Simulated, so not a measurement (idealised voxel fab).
Presented below is a process module, voxel plated lines.
FYI the section here is cut, 245 nm wide, cells are 5 nm squares.
In what follows, cross-sections appear as grids of square cells, described through bands that run from the top down, where every band is one or more rows of cells. Heads up on the band format: heights come first, top then bottom, in nm. After that it's the materials left to right, each with its width in nm. A single material flagged "throughout" fills the whole band edge to edge, and "air" means there's empty space there. Beneath 0, the wafer as received is one material, and that level is where height counting begins. The lowest band goes on downward without a bottom; it is written like "0 and below". The width entry "30->40" should be interpreted row by row: the top row of cells in the band takes the first number, the bottom row takes the second number, and the change between adjacent rows is uniform throughout. The cross-section has no changed cell in any step marked "stayed the same". You'll see "Cavities, closed" listing empty spaces that have no way open to the top, as long as they're 8 cells or more; the notation is width x height at distance, where the distance is from the left edge, and all of it is in nm. Read whatever lies past the settings on a step's line as the simulator's own remark about the step. The "overlay nm" setting may appear on a step's line; for a step that uses a mask, it gives how far to the right of its planned position the mask lay, and a negative value indicates the left.
Listed below are the process steps as planned
| 1 | RECEIVE, material Si |
| 2 | CONFORMAL_DEP, material SiN, thk nm 10 |
| 3 | DIRECTIONAL_DEP, material TiN, thk nm 5 |
| 4 | PATTERN, tone open, mask id LINES, material resist, width nm 30, pitch nm 55, thk nm 35, overlay nm 0 |
| 5 | EPI, material Ru, thk nm 10 |
| 6 | EPI, material Ru, thk nm 5 |
| 7 | EPI, material Ru, thk nm 5 |
| 8 | STRIP, etch materials resist |
| 9 | DIRECTIONAL_ETCH, etch materials TiN, depth nm 5 |
| 10 | CONFORMAL_DEP, material SiO2, thk nm 5 |
Incoming wafer, cross-sectional view, post step 1
* 0 and below  Si throughout
* Cavities, closed: none
One mistake in running the module, otherwise start and plan as above: cross-section at the end
* 30 down to 25  air=20, then SiO2=40, then air=15, then SiO2=40, then air=15, then SiO2=40, then air=15, then SiO2=40, then air=20
* 25 down to 15  air=20, then SiO2=5, then Ru=30, then SiO2=5, then air=15, then SiO2=5, then Ru=30, then SiO2=5, then air=15, then SiO2=5, then Ru=30, then SiO2=5, then air=15, then SiO2=5, then Ru=30, then SiO2=5, then air=20
* 15 down to 10  SiO2=25, then TiN=30, then SiO2=25, then TiN=30, then SiO2=25, then TiN=30, then SiO2=25, then TiN=30, then SiO2=25
* 10 down to 0  SiN throughout
* 0 and below  Si throughout
* Cavities, closed: none
Plan not followed: skipped: plan step 5 (never run)
